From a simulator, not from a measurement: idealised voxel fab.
process module | voxel wiring stack
We display cut, a cross-section 235 nm in width whose square cells are each 5 nm.
Heads up, the way a cross-section reads in here is a grid of square cells, handed over as bands from the top down, with every band being one or more rows of cells.
Band entry format. Leading values: height of top, height of bottom, nm. Remainder: materials in left-to-right order, each with its width in nm. Special words: "full width" on a single material, which then fills the band edge to edge; "empty", empty space.
Beneath 0, the wafer as received is one material, and that level is where height counting begins. The lowest band goes on downward without a bottom; it is written like "0 -> down".
A width such as "30->40" changes by the same amount from each row of cells to the next, from the band's top row to its bottom row.
Given "nothing altered" for a step, no cell of the cross-section differs between before and after that step.
Closed-off voids: empty space of 8 cells or more with no open way to the top, each as width x height at its distance from the left edge, in nm
after a step's settings: what the simulator itself notes on the step
A step's line can hold "overlay nm"; with a mask on that step, the setting says how far right of the planned place the mask lay, while a negative setting says it lay to the left.
Every pair from here on: before one process step, after it. The after cross-section reaches only to the lowest band that changed. Below the pair: the step in between and its settings. Pairs can belong to different runs of this module on the same starting wafer; a pair carries on from the pair above only if the entry headed "Prior to step" says so.
PRIOR TO STEP
- 85 -> 65 = lowk=45  empty=20  lowk=20  empty=20  lowk=20  empty=20  lowk=20  empty=20  lowk=50
- 65 -> 50 = lowk=45  empty=15  lowk=65  empty=15  lowk=95
- 50 -> 45 = SiCN=45  empty=15  SiCN=65  empty=15  SiCN=95
- 45 -> 40 = SiCN=40  Ru=30  SiCN=10  Ru=30  SiCN=10  Ru=30  SiCN=10  Ru=30  SiCN=45
- 40 -> 20 = SiO2=45  TiN=5  Ru=10  TiN=5  SiO2=20  TiN=5  Ru=10  TiN=5  SiO2=20  TiN=5  Ru=10  TiN=5  SiO2=20  TiN=5  Ru=10  TiN=5  SiO2=50
- 20 -> 15 = SiCN=45  TiN=20  SiCN=20  TiN=20  SiCN=20  TiN=20  SiCN=20  TiN=20  SiCN=50
- 15 -> 0 = SiO2 full width
- 0 -> down = Si full width
- Closed-off voids: none
AS PROCESSED
- 90 -> 85 = SiN=50  empty=10  SiN=30  empty=10  SiN=30  empty=10  SiN=30  empty=10  SiN=55
- 85 -> 70 = lowk=45  SiN=5  empty=10  SiN=5  lowk=20  SiN=5  empty=10  SiN=5  lowk=20  SiN=5  empty=10  SiN=5  lowk=20  SiN=5  empty=10  SiN=5  lowk=50
- 70 -> 65 = lowk=45  SiN=5  empty=5  SiN=10  lowk=20  SiN=20  lowk=20  SiN=5  empty=5  SiN=10  lowk=20  SiN=20  lowk=50
- 65 -> 50 = lowk=45  SiN=5  empty=5  SiN=5  lowk=65  SiN=5  empty=5  SiN=5  lowk=95
- 50 -> 45 = SiCN=45  SiN=15  SiCN=65  SiN=15  SiCN=95
- Heights below 45 show no change.
- Closed-off voids: none
Step between the cross-sections above: op CONFORMAL_DEP | material SiN | thk nm 5
Prior to step: taken from the pair above, after panel.
AS PROCESSED
- 95 -> 90 = Cu full width
- 90 -> 85 = SiN=50  Cu=10  SiN=30  Cu=10  SiN=30  Cu=10  SiN=30  Cu=10  SiN=55
- 85 -> 70 = lowk=45  SiN=5  Cu=10  SiN=5  lowk=20  SiN=5  Cu=10  SiN=5  lowk=20  SiN=5  Cu=10  SiN=5  lowk=20  SiN=5  Cu=10  SiN=5  lowk=50
- 70 -> 65 = lowk=45  SiN=5  Cu=5  SiN=10  lowk=20  SiN=20  lowk=20  SiN=5  Cu=5  SiN=10  lowk=20  SiN=20  lowk=50
- 65 -> 50 = lowk=45  SiN=5  Cu=5  SiN=5  lowk=65  SiN=5  Cu=5  SiN=5  lowk=95
- Heights below 50 show no change.
- Closed-off voids: none
Step between the cross-sections above: op FILL_DEP | material Cu | thk nm 5
Prior to step: taken from the pair above, after panel.
AS PROCESSED
- 85 -> 70 = lowk=45  SiN=5  Cu=10  SiN=5  lowk=20  SiN=5  Cu=10  SiN=5  lowk=20  SiN=5  Cu=10  SiN=5  lowk=20  SiN=5  Cu=10  SiN=5  lowk=50
- Heights below 70 show no change.
- Closed-off voids: none
Step between the cross-sections above: op CMP | height nm 85
Prior to step: taken from the pair above, after panel.
AS PROCESSED
- 90 -> 85 = SiCN full width
- Heights below 85 show no change.
- Closed-off voids: none
Step between the cross-sections above: op CONFORMAL_DEP | material SiCN | thk nm 5
Prior to step: taken from the pair above, after panel.
AS PROCESSED
- 100 -> 90 = lowk full width
- Heights below 90 show no change.
- Closed-off voids: none
Step between the cross-sections above: op DIRECTIONAL_DEP | material lowk | thk nm 10
Prior to step: taken from the pair above, after panel.
AS PROCESSED
- 100 -> 90 = lowk=45  empty=15  lowk=25  empty=15  lowk=25  empty=15  lowk=25  empty=15  lowk=55
- Heights below 90 show no change.
- Closed-off voids: none
Step between the cross-sections above: op MASKED_ETCH | tone open | mask id PLUG_2 | width nm 15 | pitch nm 40 | etch materials lowk | depth nm 10 | overlay nm 0
Prior to step: taken from the pair above, after panel.
AS PROCESSED
- 100 -> 90 = lowk=45  empty=15  lowk=25  empty=15  lowk=25  empty=15  lowk=25  empty=15  lowk=55
- 90 -> 85 = SiCN=45  empty=15  SiCN=25  empty=15  SiCN=25  empty=15  SiCN=25  empty=15  SiCN=55
- Heights below 85 show no change.
- Closed-off voids: none
Step between the cross-sections above: op MASKED_ETCH | tone open | mask id PLUG_2 | width nm 15 | pitch nm 40 | etch materials SiCN | depth nm 5 | overlay nm 0
Prior to step: taken from the pair above, after panel.
AS PROCESSED
- 105 -> 100 = TiN=50  empty=5  TiN=35  empty=5  TiN=35  empty=5  TiN=35  empty=5  TiN=60
- 100 -> 90 = lowk=45  TiN=5  empty=5  TiN=5  lowk=25  TiN=5  empty=5  TiN=5  lowk=25  TiN=5  empty=5  TiN=5  lowk=25  TiN=5  empty=5  TiN=5  lowk=55
- 90 -> 85 = SiCN=45  TiN=15  SiCN=25  TiN=15  SiCN=25  TiN=15  SiCN=25  TiN=15  SiCN=55
- Heights below 85 show no change.
- Closed-off voids: none
Step between the cross-sections above: op CONFORMAL_DEP | material TiN | thk nm 5
Prior to step: taken from the pair above, after panel.
AS PROCESSED
- 115 -> 105 = Ru full width
- 105 -> 100 = TiN=50  Ru=5  TiN=35  Ru=5  TiN=35  Ru=5  TiN=35  Ru=5  TiN=60
- 100 -> 90 = lowk=45  TiN=5  Ru=5  TiN=5  lowk=25  TiN=5  Ru=5  TiN=5  lowk=25  TiN=5  Ru=5  TiN=5  lowk=25  TiN=5  Ru=5  TiN=5  lowk=55
- Heights below 90 show no change.
- Closed-off voids: none
Step between the cross-sections above: op FILL_DEP | material Ru | thk nm 10
Prior to step: taken from the pair above, after panel.
AS PROCESSED
- 100 -> 90 = lowk=45  TiN=5  Ru=5  TiN=5  lowk=25  TiN=5  Ru=5  TiN=5  lowk=25  TiN=5  Ru=5  TiN=5  lowk=25  TiN=5  Ru=5  TiN=5  lowk=55
- Heights below 90 show no change.
- Closed-off voids: none
Step between the cross-sections above: op CMP | height nm 100
Prior to step: taken from the pair above, after panel.
AS PROCESSED
- 105 -> 100 = TiN full width
- Heights below 100 show no change.
- Closed-off voids: none
Step between the cross-sections above: op DIRECTIONAL_DEP | material TiN | thk nm 5
Prior to step: taken from the pair above, after panel.
AS PROCESSED
- 120 -> 105 = Ru full width
- Heights below 105 show no change.
- Closed-off voids: none
Step between the cross-sections above: op DIRECTIONAL_DEP | material Ru | thk nm 15
Prior to step: taken from the pair above, after panel.
AS PROCESSED
- 120 -> 105 = empty=45  Ru=20  empty=20  Ru=20  empty=20  Ru=20  empty=20  Ru=20  empty=50
- Heights below 105 show no change.
- Closed-off voids: none
Step between the cross-sections above: op MASKED_ETCH | tone cover | mask id METAL_3 | width nm 20 | pitch nm 40 | etch materials Ru | depth nm 15 | overlay nm 0
Prior to step: taken from the pair above, after panel.
AS PROCESSED
- 120 -> 105 = empty=45  Ru=20  empty=20  Ru=20  empty=20  Ru=20  empty=20  Ru=20  empty=50
- 105 -> 100 = empty=45  TiN=20  empty=20  TiN=20  empty=20  TiN=20  empty=20  TiN=20  empty=50
- Heights below 100 show no change.
- Closed-off voids: none
Step between the cross-sections above: op MASKED_ETCH | tone cover | mask id METAL_3 | width nm 20 | pitch nm 40 | etch materials TiN | depth nm 5 | overlay nm 0
Prior to step: taken from the pair above, after panel.
AS PROCESSED
- 130 -> 120 = SiO2 full width
- 120 -> 105 = SiO2=45  Ru=20  SiO2=20  Ru=20  SiO2=20  Ru=20  SiO2=20  Ru=20  SiO2=50
- 105 -> 100 = SiO2=45  TiN=20  SiO2=20  TiN=20  SiO2=20  TiN=20  SiO2=20  TiN=20  SiO2=50
- Heights below 100 show no change.
- Closed-off voids: none
Step between the cross-sections above: op FILL_DEP | material SiO2 | thk nm 10
Prior to step: taken from the pair above, after panel.
AS PROCESSED
- 120 -> 105 = SiO2=45  Ru=20  SiO2=20  Ru=20  SiO2=20  Ru=20  SiO2=20  Ru=20  SiO2=50
- Heights below 105 show no change.
- Closed-off voids: none
Step between the cross-sections above: op CMP | height nm 120
Prior to step: taken from the pair above, after panel.
AS PROCESSED
- 125 -> 120 = SiCN full width
- Heights below 120 show no change.
- Closed-off voids: none
Step between the cross-sections above: op CONFORMAL_DEP | material SiCN | thk nm 5
Prior to step: taken from the pair above, after panel.
AS PROCESSED
- 135 -> 125 = lowk full width
- Heights below 125 show no change.
- Closed-off voids: none
Step between the cross-sections above: op DIRECTIONAL_DEP | material lowk | thk nm 10
Prior to step: taken from the pair above, after panel.
AS PROCESSED
- 150 -> 135 = aC full width
- Heights below 135 show no change.
- Closed-off voids: none
Step between the cross-sections above: op DIRECTIONAL_DEP | material aC | thk nm 15
Prior to step: taken from the pair above, after panel.
AS PROCESSED
- 185 -> 150 = resist=45  empty=15  resist=65  empty=15  resist=95
- Heights below 150 show no change.
- Closed-off voids: none
Step between the cross-sections above: op PATTERN | tone open | mask id PLUG_3 | material resist | width nm 15 | pitch nm 80 | thk nm 35 | overlay nm 0
Prior to step: taken from the pair above, after panel.
AS PROCESSED
- 170 -> 150 = resist=45  empty=15  resist=65  empty=15  resist=95
- 150 -> 135 = aC=45  empty=15  aC=65  empty=15  aC=95
- Heights below 135 show no change.
- Closed-off voids: none
Step between the cross-sections above: op DIRECTIONAL_ETCH | etch materials aC | depth nm 15
Prior to step: taken from the pair above, after panel.
AS PROCESSED
- 150 -> 135 = aC=45  empty=15  aC=65  empty=15  aC=95
- Heights below 135 show no change.
- Closed-off voids: none
Step between the cross-sections above: op STRIP | etch materials resist
Prior to step: taken from the pair above, after panel.
AS PROCESSED
- 150 -> 135 = aC=45  empty=15  aC=65  empty=15  aC=95
- 135 -> 125 = lowk=45  empty=15  lowk=65  empty=15  lowk=95
- Heights below 125 show no change.
- Closed-off voids: none
Step between the cross-sections above: op DIRECTIONAL_ETCH | etch materials lowk | depth nm 10
Prior to step: taken from the pair above, after panel.
AS PROCESSED
- 150 -> 135 = aC=45  empty=15  aC=65  empty=15  aC=95
- 135 -> 125 = lowk=45  empty=15  lowk=65  empty=15  lowk=95
- 125 -> 120 = SiCN=45  empty=15  SiCN=65  empty=15  SiCN=95
- Heights below 120 show no change.
- Closed-off voids: none
Step between the cross-sections above: op DIRECTIONAL_ETCH | etch materials SiCN | depth nm 5
Prior to step: taken from the pair above, after panel.
AS PROCESSED
- 135 -> 125 = lowk=45  empty=15  lowk=65  empty=15  lowk=95
- Heights below 125 show no change.
- Closed-off voids: none
Step between the cross-sections above: op STRIP | etch materials aC
Prior to step: taken from the pair above, after panel.
AS PROCESSED
- 140 -> 135 = TiN=50  empty=5  TiN=75  empty=5  TiN=100
- 135 -> 125 = lowk=45  TiN=5  empty=5  TiN=5  lowk=65  TiN=5  empty=5  TiN=5  lowk=95
- 125 -> 120 = SiCN=45  TiN=15  SiCN=65  TiN=15  SiCN=95
- Heights below 120 show no change.
- Closed-off voids: none
Step between the cross-sections above: op CONFORMAL_DEP | material TiN | thk nm 5
Prior to step: taken from the pair above, after panel.
AS PROCESSED
- 150 -> 140 = Ru full width
- 140 -> 135 = TiN=50  Ru=5  TiN=75  Ru=5  TiN=100
- 135 -> 125 = lowk=45  TiN=5  Ru=5  TiN=5  lowk=65  TiN=5  Ru=5  TiN=5  lowk=95
- Heights below 125 show no change.
- Closed-off voids: none
Step between the cross-sections above: op FILL_DEP | material Ru | thk nm 10
Prior to step: taken from the pair above, after panel.
AS PROCESSED
- 135 -> 125 = lowk=45  TiN=5  Ru=5  TiN=5  lowk=65  TiN=5  Ru=5  TiN=5  lowk=95
- Heights below 125 show no change.
- Closed-off voids: none
Step between the cross-sections above: op CMP | height nm 135
Prior to step: taken from the pair above, after panel.
AS PROCESSED
- 140 -> 135 = SiCN full width
- Heights below 135 show no change.
- Closed-off voids: none
Step between the cross-sections above: op CONFORMAL_DEP | material SiCN | thk nm 5
Prior to step: taken from the pair above, after panel.
AS PROCESSED
- 155 -> 140 = SiO2 full width
- Heights below 140 show no change.
- Closed-off voids: none
Step between the cross-sections above: op DIRECTIONAL_DEP | material SiO2 | thk nm 15
Prior to step: taken from the pair above, after panel.
AS PROCESSED
- 170 -> 155 = resist=45  empty=20  resist=20  empty=20  resist=20  empty=20  resist=20  empty=20  resist=50
- Heights below 155 show no change.
- Closed-off voids: none
Step between the cross-sections above: op PATTERN | tone open | mask id METAL_4 | material resist | width nm 20 | pitch nm 40 | thk nm 15 | overlay nm 0
Prior to step: taken from the pair above, after panel.
AS PROCESSED
- 170 -> 155 = resist=45  empty=20  resist=20  empty=20  resist=20  empty=20  resist=20  empty=20  resist=50
- 155 -> 140 = SiO2=45  empty=20  SiO2=20  empty=20  SiO2=20  empty=20  SiO2=20  empty=20  SiO2=50
- Heights below 140 show no change.
- Closed-off voids: none
Step between the cross-sections above: op DIRECTIONAL_ETCH | etch materials SiO2 | depth nm 15
Prior to step: taken from the pair above, after panel.
AS PROCESSED
- 170 -> 155 = resist=45  empty=20  resist=20  empty=20  resist=20  empty=20  resist=20  empty=20  resist=50
- 155 -> 140 = SiO2=45  empty=20  SiO2=20  empty=20  SiO2=20  empty=20  SiO2=20  empty=20  SiO2=50
- 140 -> 135 = SiCN=45  empty=20  SiCN=20  empty=20  SiCN=20  empty=20  SiCN=20  empty=20  SiCN=50
- Heights below 135 show no change.
- Closed-off voids: none
Step between the cross-sections above: op DIRECTIONAL_ETCH | etch materials SiCN | depth nm 5
Prior to step: taken from the pair above, after panel.
AS PROCESSED
- 155 -> 140 = SiO2=45  empty=20  SiO2=20  empty=20  SiO2=20  empty=20  SiO2=20  empty=20  SiO2=50
- Heights below 140 show no change.
- Closed-off voids: none
Step between the cross-sections above: op STRIP | etch materials resist
Prior to step: taken from the pair above, after panel.
AS PROCESSED
- 160 -> 155 = TiN=50  empty=10  TiN=30  empty=10  TiN=30  empty=10  TiN=30  empty=10  TiN=55
- 155 -> 140 = SiO2=45  TiN=5  empty=10  TiN=5  SiO2=20  TiN=5  empty=10  TiN=5  SiO2=20  TiN=5  empty=10  TiN=5  SiO2=20  TiN=5  empty=10  TiN=5  SiO2=50
- 140 -> 135 = SiCN=45  TiN=20  SiCN=20  TiN=20  SiCN=20  TiN=20  SiCN=20  TiN=20  SiCN=50
- Heights below 135 show no change.
- Closed-off voids: none
Step between the cross-sections above: op CONFORMAL_DEP | material TiN | thk nm 5
Prior to step: taken from the pair above, after panel.
AS PROCESSED
- 165 -> 160 = Cu full width
- 160 -> 155 = TiN=50  Cu=10  TiN=30  Cu=10  TiN=30  Cu=10  TiN=30  Cu=10  TiN=55
- 155 -> 140 = SiO2=45  TiN=5  Cu=10  TiN=5  SiO2=20  TiN=5  Cu=10  TiN=5  SiO2=20  TiN=5  Cu=10  TiN=5  SiO2=20  TiN=5  Cu=10  TiN=5  SiO2=50
- Heights below 140 show no change.
- Closed-off voids: none
Step between the cross-sections above: op FILL_DEP | material Cu | thk nm 5
Prior to step: taken from the pair above, after panel.
AS PROCESSED
- 155 -> 140 = SiO2=45  TiN=5  Cu=10  TiN=5  SiO2=20  TiN=5  Cu=10  TiN=5  SiO2=20  TiN=5  Cu=10  TiN=5  SiO2=20  TiN=5  Cu=10  TiN=5  SiO2=50
- Heights below 140 show no change.
- Closed-off voids: none
Step between the cross-sections above: op CMP | height nm 155
Prior to step: taken from the pair above, after panel.
AS PROCESSED
- 160 -> 155 = SiN full width
- Heights below 155 show no change.
- Closed-off voids: none
Step between the cross-sections above: op CONFORMAL_DEP | material SiN | thk nm 5
PRIOR TO STEP
- 150 -> 135 = aC full width
- 135 -> 125 = lowk full width
- 125 -> 120 = SiCN full width
- 120 -> 105 = SiO2=45  Ru=20  SiO2=20  Ru=20  SiO2=20  Ru=20  SiO2=20  Ru=20  SiO2=50
- 105 -> 100 = SiO2=45  TiN=20  SiO2=20  TiN=20  SiO2=20  TiN=20  SiO2=20  TiN=20  SiO2=50
- 100 -> 90 = lowk=45  TiN=5  Ru=5  TiN=5  lowk=25  TiN=5  Ru=5  TiN=5  lowk=25  TiN=5  Ru=5  TiN=5  lowk=25  TiN=5  Ru=5  TiN=5  lowk=55
- 90 -> 85 = SiCN=45  TiN=15  SiCN=25  TiN=15  SiCN=25  TiN=15  SiCN=25  TiN=15  SiCN=55
- 85 -> 70 = lowk=45  TiN=5  Cu=10  TiN=5  lowk=20  TiN=5  Cu=10  TiN=5  lowk=20  TiN=5  Cu=10  TiN=5  lowk=20  TiN=5  Cu=10  TiN=5  lowk=50
- 70 -> 65 = lowk=45  TiN=5  Cu=5  TiN=10  lowk=20  TiN=20  lowk=20  TiN=5  Cu=5  TiN=10  lowk=20  TiN=20  lowk=50
- 65 -> 50 = lowk=45  TiN=5  Cu=5  TiN=5  lowk=65  TiN=5  Cu=5  TiN=5  lowk=95
- 50 -> 45 = SiCN=45  TiN=15  SiCN=65  TiN=15  SiCN=95
- 45 -> 40 = SiCN=40  Ru=30  SiCN=10  Ru=30  SiCN=10  Ru=30  SiCN=10  Ru=30  SiCN=45
- 40 -> 20 = SiO2=45  TiN=5  Ru=10  TiN=5  SiO2=20  TiN=5  Ru=10  TiN=5  SiO2=20  TiN=5  Ru=10  TiN=5  SiO2=20  TiN=5  Ru=10  TiN=5  SiO2=50
- 20 -> 15 = SiCN=45  TiN=20  SiCN=20  TiN=20  SiCN=20  TiN=20  SiCN=20  TiN=20  SiCN=50
- 15 -> 0 = SiO2 full width
- 0 -> down = Si full width
- Closed-off voids: none
AS PROCESSED
- 185 -> 150 = empty=45  resist=15  empty=65  resist=15  empty=95
- Heights below 150 show no change.
- Closed-off voids: none
Step between the cross-sections above: op PATTERN | tone cover | mask id PLUG_3 | material resist | width nm 15 | pitch nm 80 | thk nm 35 | overlay nm 0
Prior to step: taken from the pair above, after panel.
AS PROCESSED
- 170 -> 150 = empty=45  resist=15  empty=65  resist=15  empty=95
- 150 -> 135 = empty=45  aC=15  empty=65  aC=15  empty=95
- Heights below 135 show no change.
- Closed-off voids: none
Step between the cross-sections above: op DIRECTIONAL_ETCH | etch materials aC | depth nm 15
Prior to step: taken from the pair above, after panel.
AS PROCESSED
- 150 -> 135 = empty=45  aC=15  empty=65  aC=15  empty=95
- Heights below 135 show no change.
- Closed-off voids: none
Step between the cross-sections above: op STRIP | etch materials resist
Prior to step: taken from the pair above, after panel.
AS PROCESSED
- 150 -> 135 = empty=45  aC=15  empty=65  aC=15  empty=95
- 135 -> 125 = empty=45  lowk=15  empty=65  lowk=15  empty=95
- Heights below 125 show no change.
- Closed-off voids: none
Step between the cross-sections above: op DIRECTIONAL_ETCH | etch materials lowk | depth nm 10
Prior to step: taken from the pair above, after panel.
AS PROCESSED
- 150 -> 135 = empty=45  aC=15  empty=65  aC=15  empty=95
- 135 -> 125 = empty=45  lowk=15  empty=65  lowk=15  empty=95
- 125 -> 120 = empty=45  SiCN=15  empty=65  SiCN=15  empty=95
- Heights below 120 show no change.
- Closed-off voids: none
Step between the cross-sections above: op DIRECTIONAL_ETCH | etch materials SiCN | depth nm 5
Prior to step: taken from the pair above, after panel.
AS PROCESSED
- 135 -> 125 = empty=45  lowk=15  empty=65  lowk=15  empty=95
- Heights below 125 show no change.
- Closed-off voids: none
Step between the cross-sections above: op STRIP | etch materials aC
Prior to step: taken from the pair above, after panel.
AS PROCESSED
- 140 -> 135 = empty=40  TiN=25  empty=55  TiN=25  empty=90
- 135 -> 125 = empty=40  TiN=5  lowk=15  TiN=5  empty=55  TiN=5  lowk=15  TiN=5  empty=90
- 125 -> 120 = TiN=45  SiCN=15  TiN=65  SiCN=15  TiN=95
- Heights below 120 show no change.
- Closed-off voids: none
Step between the cross-sections above: op CONFORMAL_DEP | material TiN | thk nm 5
Prior to step: taken from the pair above, after panel.
AS PROCESSED
- 150 -> 140 = Ru full width
- 140 -> 135 = Ru=40  TiN=25  Ru=55  TiN=25  Ru=90
- 135 -> 125 = Ru=40  TiN=5  lowk=15  TiN=5  Ru=55  TiN=5  lowk=15  TiN=5  Ru=90
- Heights below 125 show no change.
- Closed-off voids: none
Step between the cross-sections above: op FILL_DEP | material Ru | thk nm 10
Prior to step: taken from the pair above, after panel.
AS PROCESSED
- 135 -> 125 = Ru=40  TiN=5  lowk=15  TiN=5  Ru=55  TiN=5  lowk=15  TiN=5  Ru=90
- Heights below 125 show no change.
- Closed-off voids: none
Step between the cross-sections above: op CMP | height nm 135
Prior to step: taken from the pair above, after panel.
AS PROCESSED
- 140 -> 135 = SiCN full width
- Heights below 135 show no change.
- Closed-off voids: none
Step between the cross-sections above: op CONFORMAL_DEP | material SiCN | thk nm 5
Prior to step: taken from the pair above, after panel.
AS PROCESSED
- 155 -> 140 = SiO2 full width
- Heights below 140 show no change.
- Closed-off voids: none
Step between the cross-sections above: op DIRECTIONAL_DEP | material SiO2 | thk nm 15
Prior to step: taken from the pair above, after panel.
AS PROCESSED
- 170 -> 155 = resist=45  empty=20  resist=20  empty=20  resist=20  empty=20  resist=20  empty=20  resist=50
- Heights below 155 show no change.
- Closed-off voids: none
Step between the cross-sections above: op PATTERN | tone open | mask id METAL_4 | material resist | width nm 20 | pitch nm 40 | thk nm 15 | overlay nm 0
Prior to step: taken from the pair above, after panel.
AS PROCESSED
- 170 -> 155 = resist=45  empty=20  resist=20  empty=20  resist=20  empty=20  resist=20  empty=20  resist=50
- 155 -> 140 = SiO2=45  empty=20  SiO2=20  empty=20  SiO2=20  empty=20  SiO2=20  empty=20  SiO2=50
- Heights below 140 show no change.
- Closed-off voids: none
Step between the cross-sections above: op DIRECTIONAL_ETCH | etch materials SiO2 | depth nm 15
Prior to step: taken from the pair above, after panel.
AS PROCESSED
- 170 -> 155 = resist=45  empty=20  resist=20  empty=20  resist=20  empty=20  resist=20  empty=20  resist=50
- 155 -> 140 = SiO2=45  empty=20  SiO2=20  empty=20  SiO2=20  empty=20  SiO2=20  empty=20  SiO2=50
- 140 -> 135 = SiCN=45  empty=20  SiCN=20  empty=20  SiCN=20  empty=20  SiCN=20  empty=20  SiCN=50
- Heights below 135 show no change.
- Closed-off voids: none
Step between the cross-sections above: op DIRECTIONAL_ETCH | etch materials SiCN | depth nm 5
Prior to step: taken from the pair above, after panel.
AS PROCESSED
- 155 -> 140 = SiO2=45  empty=20  SiO2=20  empty=20  SiO2=20  empty=20  SiO2=20  empty=20  SiO2=50
- Heights below 140 show no change.
- Closed-off voids: none
Step between the cross-sections above: op STRIP | etch materials resist
Prior to step: taken from the pair above, after panel.
AS PROCESSED
- 160 -> 155 = TiN=50  empty=10  TiN=30  empty=10  TiN=30  empty=10  TiN=30  empty=10  TiN=55
- 155 -> 140 = SiO2=45  TiN=5  empty=10  TiN=5  SiO2=20  TiN=5  empty=10  TiN=5  SiO2=20  TiN=5  empty=10  TiN=5  SiO2=20  TiN=5  empty=10  TiN=5  SiO2=50
- 140 -> 135 = SiCN=45  TiN=20  SiCN=20  TiN=20  SiCN=20  TiN=20  SiCN=20  TiN=20  SiCN=50
- Heights below 135 show no change.
- Closed-off voids: none
Step between the cross-sections above: op CONFORMAL_DEP | material TiN | thk nm 5
Prior to step: taken from the pair above, after panel.
AS PROCESSED
- 165 -> 160 = Cu full width
- 160 -> 155 = TiN=50  Cu=10  TiN=30  Cu=10  TiN=30  Cu=10  TiN=30  Cu=10  TiN=55
- 155 -> 140 = SiO2=45  TiN=5  Cu=10  TiN=5  SiO2=20  TiN=5  Cu=10  TiN=5  SiO2=20  TiN=5  Cu=10  TiN=5  SiO2=20  TiN=5  Cu=10  TiN=5  SiO2=50
- Heights below 140 show no change.
- Closed-off voids: none
Step between the cross-sections above: op FILL_DEP | material Cu | thk nm 5
Prior to step: taken from the pair above, after panel.
AS PROCESSED
- 155 -> 140 = SiO2=45  TiN=5  Cu=10  TiN=5  SiO2=20  TiN=5  Cu=10  TiN=5  SiO2=20  TiN=5  Cu=10  TiN=5  SiO2=20  TiN=5  Cu=10  TiN=5  SiO2=50
- Heights below 140 show no change.
- Closed-off voids: none
Step between the cross-sections above: op CMP | height nm 155
Prior to step: taken from the pair above, after panel.
AS PROCESSED
- 160 -> 155 = SiN full width
- Heights below 155 show no change.
- Closed-off voids: none
Step between the cross-sections above: op CONFORMAL_DEP | material SiN | thk nm 5
